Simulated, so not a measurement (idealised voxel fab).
The name of this process module is voxel capacitor over wiring.
Cross-sectional view cut (width: 195 nm; square cell size: 5 nm).
Notation: cross-section as square-cell grid; stated in bands, top first, going down; one or more cell rows per band.
Heads up on the band format: heights come first, top then bottom, in nm. After that it's the materials left to right, each with its width in nm. A single material flagged "full width" fills the whole band edge to edge, and "empty" means there's empty space there.
Where do heights start? At 0: under that level the wafer as delivered is made of one material only. And the lowest band has no floor; it just carries on downward, as in "0 nm and below".
A width given as "30..40" starts at the first number in the band's top row and ends at the second number in its bottom row, shifting by an equal amount at every step from row to row.
Given "remains unaltered" for a step, no cell of the cross-section differs between before and after that step.
Voids not open to the top, 8 cells minimum: see "Voids, enclosed". Written width x height at distance; distance is from the left edge; nm.
Step line, after settings: the simulator's comment on this step.
overlay nm: step with mask; distance mask lay right of planned place; negative value = left of planned place.
[These are the steps we planned for the process]
step 1: op RECEIVE | material Si
step 2: op CONFORMAL_DEP | material SiO2 | thk nm 15
step 3: op DIRECTIONAL_DEP | material TiN | thk nm 5
step 4: op DIRECTIONAL_DEP | material W | thk nm 15
step 5: op DIRECTIONAL_DEP | material aC | thk nm 15
step 6: op PATTERN | tone cover | mask id METAL_1 | material resist | width nm 20 | pitch nm 75 | thk nm 35 | overlay nm 0
step 7: op DIRECTIONAL_ETCH | etch materials aC | depth nm 15
step 8: op STRIP | etch materials resist
step 9: op DIRECTIONAL_ETCH | etch materials W | depth nm 15
step 10: op DIRECTIONAL_ETCH | etch materials TiN | depth nm 5
step 11: op STRIP | etch materials aC
step 12: op CONFORMAL_DEP | material SiCN | thk nm 5
step 13: op FILL_DEP | material lowk | thk nm 5
step 14: op CMP | height nm 35
step 15: op CONFORMAL_DEP | material SiCN | thk nm 5
step 16: op DIRECTIONAL_DEP | material lowk | thk nm 10
step 17: op DIRECTIONAL_DEP | material aC | thk nm 15
step 18: op PATTERN | tone open | mask id PLUG_1 | material resist | width nm 15 | thk nm 35 | overlay nm 0
step 19: op DIRECTIONAL_ETCH | etch materials aC | depth nm 15
step 20: op STRIP | etch materials resist
step 21: op DIRECTIONAL_ETCH | etch materials lowk | depth nm 10
step 22: op DIRECTIONAL_ETCH | etch materials SiCN | depth nm 5
step 23: op STRIP | etch materials aC
step 24: op EPI | material Ru | thk nm 10
step 25: op EPI | material Ru | thk nm 5
step 26: op DIRECTIONAL_DEP | material TiN | thk nm 5
step 27: op DIRECTIONAL_DEP | material Al2O3 | thk nm 5
step 28: op DIRECTIONAL_DEP | material TiN | thk nm 10
step 29: op MASKED_ETCH | tone cover | mask id UPPER_PLATE | width nm 60 | etch materials TiN | depth nm 10 | overlay nm 0
step 30: op MASKED_ETCH | tone cover | mask id UPPER_PLATE | width nm 60 | etch materials Al2O3 | depth nm 5 | overlay nm 0
step 31: op DIRECTIONAL_DEP | material aC | thk nm 15
step 32: op PATTERN | tone cover | mask id LOWER_PLATE | material resist | width nm 70 | thk nm 30 | overlay nm 0
step 33: op DIRECTIONAL_ETCH | etch materials aC | depth nm 15
step 34: op STRIP | etch materials resist
step 35: op DIRECTIONAL_ETCH | etch materials TiN | depth nm 5
step 36: op STRIP | etch materials aC
step 37: op FILL_DEP | material SiO2 | thk nm 20
step 38: op CMP | height nm 85
step 39: op MASKED_ETCH | tone open | mask id PLUG_2 | width nm 15 | etch materials SiO2 | depth nm 15 | overlay nm 0
step 40: op CONFORMAL_DEP | material TiN | thk nm 5
step 41: op FILL_DEP | material Cu | thk nm 5
step 42: op CMP | height nm 85
step 43: op CONFORMAL_DEP | material SiCN | thk nm 5
[Wafer, first of two, run as planned]
[Here's what the wafer looked like in cross-section when it arrived - that's after step 1]
- 0 nm and below | Si full width
- Voids, enclosed: none
[Upon completion of step 2, the wafer appears in cross-section as shown]
- 15 nm to 0 nm | SiO2 full width
- Below 0 it's all the same as before, nothing changed down there.
[Upon completion of step 3, the wafer appears in cross-section as shown]
- 20 nm to 15 nm | TiN full width
- Below 15 it's all the same as before, nothing changed down there.
[Upon completion of step 4, the wafer appears in cross-section as shown]
- 35 nm to 20 nm | W full width
- Below 20 it's all the same as before, nothing changed down there.
[Upon completion of step 5, the wafer appears in cross-section as shown]
- 50 nm to 35 nm | aC full width
- Below 35 it's all the same as before, nothing changed down there.
[Upon completion of step 6, the wafer appears in cross-section as shown]
- 85 nm to 50 nm | empty: 50, resist: 20, empty: 55, resist: 20, empty: 50
- Below 50 it's all the same as before, nothing changed down there.
[Upon completion of step 7, the wafer appears in cross-section as shown]
- 70 nm to 50 nm | empty: 50, resist: 20, empty: 55, resist: 20, empty: 50
- 50 nm to 35 nm | empty: 50, aC: 20, empty: 55, aC: 20, empty: 50
- Below 35 it's all the same as before, nothing changed down there.
[Upon completion of step 8, the wafer appears in cross-section as shown]
- 50 nm to 35 nm | empty: 50, aC: 20, empty: 55, aC: 20, empty: 50
- Below 35 it's all the same as before, nothing changed down there.
[Upon completion of step 9, the wafer appears in cross-section as shown]
- 50 nm to 35 nm | empty: 50, aC: 20, empty: 55, aC: 20, empty: 50
- 35 nm to 20 nm | empty: 50, W: 20, empty: 55, W: 20, empty: 50
- Below 20 it's all the same as before, nothing changed down there.
[Upon completion of step 10, the wafer appears in cross-section as shown]
- 50 nm to 35 nm | empty: 50, aC: 20, empty: 55, aC: 20, empty: 50
- 35 nm to 20 nm | empty: 50, W: 20, empty: 55, W: 20, empty: 50
- 20 nm to 15 nm | empty: 50, TiN: 20, empty: 55, TiN: 20, empty: 50
- Below 15 it's all the same as before, nothing changed down there.
[Upon completion of step 11, the wafer appears in cross-section as shown]
- 35 nm to 20 nm | empty: 50, W: 20, empty: 55, W: 20, empty: 50
- Below 20 it's all the same as before, nothing changed down there.
[Upon completion of step 12, the wafer appears in cross-section as shown]
- 40 nm to 35 nm | empty: 45, SiCN: 30, empty: 45, SiCN: 30, empty: 45
- 35 nm to 20 nm | empty: 45, SiCN: 5, W: 20, SiCN: 5, empty: 45, SiCN: 5, W: 20, SiCN: 5, empty: 45
- 20 nm to 15 nm | SiCN: 50, TiN: 20, SiCN: 55, TiN: 20, SiCN: 50
- Below 15 it's all the same as before, nothing changed down there.
[Upon completion of step 13, the wafer appears in cross-section as shown]
- 45 nm to 40 nm | lowk full width
- 40 nm to 35 nm | lowk: 45, SiCN: 30, lowk: 45, SiCN: 30, lowk: 45
- 35 nm to 20 nm | lowk: 45, SiCN: 5, W: 20, SiCN: 5, lowk: 45, SiCN: 5, W: 20, SiCN: 5, lowk: 45
- Below 20 it's all the same as before, nothing changed down there.
[Upon completion of step 14, the wafer appears in cross-section as shown]
- 35 nm to 20 nm | lowk: 45, SiCN: 5, W: 20, SiCN: 5, lowk: 45, SiCN: 5, W: 20, SiCN: 5, lowk: 45
- Below 20 it's all the same as before, nothing changed down there.
[Upon completion of step 15, the wafer appears in cross-section as shown]
- 40 nm to 35 nm | SiCN full width
- Below 35 it's all the same as before, nothing changed down there.
[Upon completion of step 16, the wafer appears in cross-section as shown]
- 50 nm to 40 nm | lowk full width
- Below 40 it's all the same as before, nothing changed down there.
[Upon completion of step 17, the wafer appears in cross-section as shown]
- 65 nm to 50 nm | aC full width
- Below 50 it's all the same as before, nothing changed down there.
[Upon completion of step 18, the wafer appears in cross-section as shown]
- 100 nm to 65 nm | resist: 55, empty: 15, resist: 125
- Below 65 it's all the same as before, nothing changed down there.
[Upon completion of step 19, the wafer appears in cross-section as shown]
- 85 nm to 65 nm | resist: 55, empty: 15, resist: 125
- 65 nm to 50 nm | aC: 55, empty: 15, aC: 125
- Below 50 it's all the same as before, nothing changed down there.
[Upon completion of step 20, the wafer appears in cross-section as shown]
- 65 nm to 50 nm | aC: 55, empty: 15, aC: 125
- Below 50 it's all the same as before, nothing changed down there.
[Upon completion of step 21, the wafer appears in cross-section as shown]
- 65 nm to 50 nm | aC: 55, empty: 15, aC: 125
- 50 nm to 40 nm | lowk: 55, empty: 15, lowk: 125
- Below 40 it's all the same as before, nothing changed down there.
[Upon completion of step 22, the wafer appears in cross-section as shown]
- 65 nm to 50 nm | aC: 55, empty: 15, aC: 125
- 50 nm to 40 nm | lowk: 55, empty: 15, lowk: 125
- 40 nm to 35 nm | SiCN: 55, empty: 15, SiCN: 125
- Below 35 it's all the same as before, nothing changed down there.
[Upon completion of step 23, the wafer appears in cross-section as shown]
- 50 nm to 40 nm | lowk: 55, empty: 15, lowk: 125
- Below 40 it's all the same as before, nothing changed down there.
[Upon completion of step 24, the wafer appears in cross-section as shown]
- 50 nm to 45 nm | lowk: 55, empty: 15, lowk: 125
- 45 nm to 40 nm | lowk: 55, Ru: 15, lowk: 125
- 40 nm to 35 nm | SiCN: 55, Ru: 15, SiCN: 125
- Below 35 it's all the same as before, nothing changed down there.
[Upon completion of step 25, the wafer appears in cross-section as shown]
- 50 nm to 40 nm | lowk: 55, Ru: 15, lowk: 125
- Below 40 it's all the same as before, nothing changed down there.
[Upon completion of step 26, the wafer appears in cross-section as shown]
- 55 nm to 50 nm | TiN full width
- Below 50 it's all the same as before, nothing changed down there.
[Upon completion of step 27, the wafer appears in cross-section as shown]
- 60 nm to 55 nm | Al2O3 full width
- Below 55 it's all the same as before, nothing changed down there.
[Upon completion of step 28, the wafer appears in cross-section as shown]
- 70 nm to 60 nm | TiN full width
- Below 60 it's all the same as before, nothing changed down there.
[Upon completion of step 29, the wafer appears in cross-section as shown]
- 70 nm to 60 nm | empty: 55, TiN: 60, empty: 80
- Below 60 it's all the same as before, nothing changed down there.
[Upon completion of step 30, the wafer appears in cross-section as shown]
- 70 nm to 60 nm | empty: 55, TiN: 60, empty: 80
- 60 nm to 55 nm | empty: 55, Al2O3: 60, empty: 80
- Below 55 it's all the same as before, nothing changed down there.
[Upon completion of step 31, the wafer appears in cross-section as shown]
- 85 nm to 70 nm | empty: 55, aC: 60, empty: 80
- 70 nm to 60 nm | aC: 55, TiN: 60, aC: 80
- 60 nm to 55 nm | aC: 55, Al2O3: 60, aC: 80
- Below 55 it's all the same as before, nothing changed down there.
[Upon completion of step 32, the wafer appears in cross-section as shown]
- 115 nm to 85 nm | empty: 50, resist: 70, empty: 75
- 85 nm to 70 nm | empty: 50, resist: 5, aC: 60, resist: 5, empty: 75
- Below 70 it's all the same as before, nothing changed down there.
[Upon completion of step 33, the wafer appears in cross-section as shown]
- 100 nm to 85 nm | empty: 50, resist: 70, empty: 75
- 85 nm to 70 nm | empty: 50, resist: 5, aC: 60, resist: 5, empty: 75
- 70 nm to 60 nm | empty: 50, aC: 5, TiN: 60, aC: 5, empty: 75
- 60 nm to 55 nm | empty: 50, aC: 5, Al2O3: 60, aC: 5, empty: 75
- Below 55 it's all the same as before, nothing changed down there.
[Upon completion of step 34, the wafer appears in cross-section as shown]
- 85 nm to 70 nm | empty: 55, aC: 60, empty: 80
- Below 70 it's all the same as before, nothing changed down there.
[Upon completion of step 35, the wafer appears in cross-section as shown]
- 85 nm to 70 nm | empty: 55, aC: 60, empty: 80
- 70 nm to 60 nm | empty: 50, aC: 5, TiN: 60, aC: 5, empty: 75
- 60 nm to 55 nm | empty: 50, aC: 5, Al2O3: 60, aC: 5, empty: 75
- 55 nm to 50 nm | empty: 50, TiN: 70, empty: 75
- Below 50 it's all the same as before, nothing changed down there.
[Upon completion of step 36, the wafer appears in cross-section as shown]
- 70 nm to 60 nm | empty: 55, TiN: 60, empty: 80
- 60 nm to 55 nm | empty: 55, Al2O3: 60, empty: 80
- Below 55 it's all the same as before, nothing changed down there.
[Upon completion of step 37, the wafer appears in cross-section as shown]
- 90 nm to 70 nm | SiO2 full width
- 70 nm to 60 nm | SiO2: 55, TiN: 60, SiO2: 80
- 60 nm to 55 nm | SiO2: 55, Al2O3: 60, SiO2: 80
- 55 nm to 50 nm | SiO2: 50, TiN: 70, SiO2: 75
- Below 50 it's all the same as before, nothing changed down there.
[Upon completion of step 38, the wafer appears in cross-section as shown]
- 85 nm to 70 nm | SiO2 full width
- Below 70 it's all the same as before, nothing changed down there.
[Upon completion of step 39, the wafer appears in cross-section as shown]
- 85 nm to 70 nm | SiO2: 65, empty: 15, SiO2: 115
- Below 70 it's all the same as before, nothing changed down there.
[Upon completion of step 40, the wafer appears in cross-section as shown]
- 90 nm to 85 nm | TiN: 70, empty: 5, TiN: 120
- 85 nm to 75 nm | SiO2: 65, TiN: 5, empty: 5, TiN: 5, SiO2: 115
- 75 nm to 70 nm | SiO2: 65, TiN: 15, SiO2: 115
- Below 70 it's all the same as before, nothing changed down there.
[Upon completion of step 41, the wafer appears in cross-section as shown]
- 95 nm to 90 nm | Cu full width
- 90 nm to 85 nm | TiN: 70, Cu: 5, TiN: 120
- 85 nm to 75 nm | SiO2: 65, TiN: 5, Cu: 5, TiN: 5, SiO2: 115
- Below 75 it's all the same as before, nothing changed down there.
[Upon completion of step 42, the wafer appears in cross-section as shown]
- 85 nm to 75 nm | SiO2: 65, TiN: 5, Cu: 5, TiN: 5, SiO2: 115
- Below 75 it's all the same as before, nothing changed down there.
[Upon completion of step 43, the wafer appears in cross-section as shown]
- 90 nm to 85 nm | SiCN full width
- Below 85 it's all the same as before, nothing changed down there.
[Okay, second wafer. Nothing different at the start, nothing different in the plan, just one mistake somewhere in the running. As far as step 23, counting that step, it's the first wafer all over again]
Cross-section of the second wafer corresponding to the planned conclusion of step 24: remains unaltered
[Cross-section of the second wafer corresponding to the planned conclusion of step 25]
- 50 nm to 40 nm | lowk: 55, empty: 15, lowk: 125
- 40 nm to 35 nm | SiCN: 55, Ru: 15, SiCN: 125
- Below 35 it's all the same as before, nothing changed down there.
[Cross-section of the second wafer corresponding to the planned conclusion of step 26]
- 55 nm to 50 nm | TiN: 55, empty: 15, TiN: 125
- 50 nm to 45 nm | lowk: 55, empty: 15, lowk: 125
- 45 nm to 40 nm | lowk: 55, TiN: 15, lowk: 125
- Below 40 it's all the same as before, nothing changed down there.
[Cross-section of the second wafer corresponding to the planned conclusion of step 27]
- 60 nm to 55 nm | Al2O3: 55, empty: 15, Al2O3: 125
- 55 nm to 50 nm | TiN: 55, empty: 15, TiN: 125
- 50 nm to 45 nm | lowk: 55, Al2O3: 15, lowk: 125
- Below 45 it's all the same as before, nothing changed down there.
[Cross-section of the second wafer corresponding to the planned conclusion of step 28]
- 70 nm to 60 nm | TiN: 55, empty: 15, TiN: 125
- 60 nm to 55 nm | Al2O3: 55, TiN: 15, Al2O3: 125
- 55 nm to 50 nm | TiN full width
- Below 50 it's all the same as before, nothing changed down there.
[Cross-section of the second wafer corresponding to the planned conclusion of step 29]
- 70 nm to 60 nm | empty: 70, TiN: 45, empty: 80
- Below 60 it's all the same as before, nothing changed down there.
[Cross-section of the second wafer corresponding to the planned conclusion of step 30]
- 70 nm to 60 nm | empty: 70, TiN: 45, empty: 80
- 60 nm to 55 nm | empty: 55, TiN: 15, Al2O3: 45, empty: 80
- Below 55 it's all the same as before, nothing changed down there.
[Cross-section of the second wafer corresponding to the planned conclusion of step 31]
- 85 nm to 75 nm | empty: 70, aC: 45, empty: 80
- 75 nm to 70 nm | empty: 55, aC: 60, empty: 80
- 70 nm to 60 nm | aC: 70, TiN: 45, aC: 80
- 60 nm to 55 nm | aC: 55, TiN: 15, Al2O3: 45, aC: 80
- Below 55 it's all the same as before, nothing changed down there.
[Cross-section of the second wafer corresponding to the planned conclusion of step 32]
- 115 nm to 85 nm | empty: 50, resist: 70, empty: 75
- 85 nm to 75 nm | empty: 50, resist: 20, aC: 45, resist: 5, empty: 75
- 75 nm to 70 nm | empty: 50, resist: 5, aC: 60, resist: 5, empty: 75
- Below 70 it's all the same as before, nothing changed down there.
[Cross-section of the second wafer corresponding to the planned conclusion of step 33]
- 100 nm to 85 nm | empty: 50, resist: 70, empty: 75
- 85 nm to 75 nm | empty: 50, resist: 20, aC: 45, resist: 5, empty: 75
- 75 nm to 70 nm | empty: 50, resist: 5, aC: 60, resist: 5, empty: 75
- 70 nm to 60 nm | empty: 50, aC: 20, TiN: 45, aC: 5, empty: 75
- 60 nm to 55 nm | empty: 50, aC: 5, TiN: 15, Al2O3: 45, aC: 5, empty: 75
- Below 55 it's all the same as before, nothing changed down there.
[Cross-section of the second wafer corresponding to the planned conclusion of step 34]
- 85 nm to 75 nm | empty: 70, aC: 45, empty: 80
- 75 nm to 70 nm | empty: 55, aC: 60, empty: 80
- Below 70 it's all the same as before, nothing changed down there.
[Cross-section of the second wafer corresponding to the planned conclusion of step 35]
- 85 nm to 75 nm | empty: 70, aC: 45, empty: 80
- 75 nm to 70 nm | empty: 55, aC: 60, empty: 80
- 70 nm to 60 nm | empty: 50, aC: 20, TiN: 45, aC: 5, empty: 75
- 60 nm to 55 nm | empty: 50, aC: 5, TiN: 15, Al2O3: 45, aC: 5, empty: 75
- 55 nm to 50 nm | empty: 50, TiN: 70, empty: 75
- Below 50 it's all the same as before, nothing changed down there.
[Cross-section of the second wafer corresponding to the planned conclusion of step 36]
- 70 nm to 60 nm | empty: 70, TiN: 45, empty: 80
- 60 nm to 55 nm | empty: 55, TiN: 15, Al2O3: 45, empty: 80
- Below 55 it's all the same as before, nothing changed down there.
[Cross-section of the second wafer corresponding to the planned conclusion of step 37]
- 90 nm to 70 nm | SiO2 full width
- 70 nm to 60 nm | SiO2: 70, TiN: 45, SiO2: 80
- 60 nm to 55 nm | SiO2: 55, TiN: 15, Al2O3: 45, SiO2: 80
- 55 nm to 50 nm | SiO2: 50, TiN: 70, SiO2: 75
- Below 50 it's all the same as before, nothing changed down there.
[Cross-section of the second wafer corresponding to the planned conclusion of step 38]
- 85 nm to 70 nm | SiO2 full width
- Below 70 it's all the same as before, nothing changed down there.
[Cross-section of the second wafer corresponding to the planned conclusion of step 39]
- 85 nm to 70 nm | SiO2: 65, empty: 15, SiO2: 115
- Below 70 it's all the same as before, nothing changed down there.
[Cross-section of the second wafer corresponding to the planned conclusion of step 40]
- 90 nm to 85 nm | TiN: 70, empty: 5, TiN: 120
- 85 nm to 75 nm | SiO2: 65, TiN: 5, empty: 5, TiN: 5, SiO2: 115
- 75 nm to 70 nm | SiO2: 65, TiN: 15, SiO2: 115
- Below 70 it's all the same as before, nothing changed down there.
[Cross-section of the second wafer corresponding to the planned conclusion of step 41]
- 95 nm to 90 nm | Cu full width
- 90 nm to 85 nm | TiN: 70, Cu: 5, TiN: 120
- 85 nm to 75 nm | SiO2: 65, TiN: 5, Cu: 5, TiN: 5, SiO2: 115
- Below 75 it's all the same as before, nothing changed down there.
[Cross-section of the second wafer corresponding to the planned conclusion of step 42]
- 85 nm to 75 nm | SiO2: 65, TiN: 5, Cu: 5, TiN: 5, SiO2: 115
- Below 75 it's all the same as before, nothing changed down there.
[Cross-section of the second wafer corresponding to the planned conclusion of step 43]
- 90 nm to 85 nm | SiCN full width
- Below 85 it's all the same as before, nothing changed down there.
Which mistake was made when the wafer was run? plan step 24 was not performed, having been skipped
Final comparison by cell count, materials where the second wafer has more or fewer than the first: -6 Ru | +6 SiO2
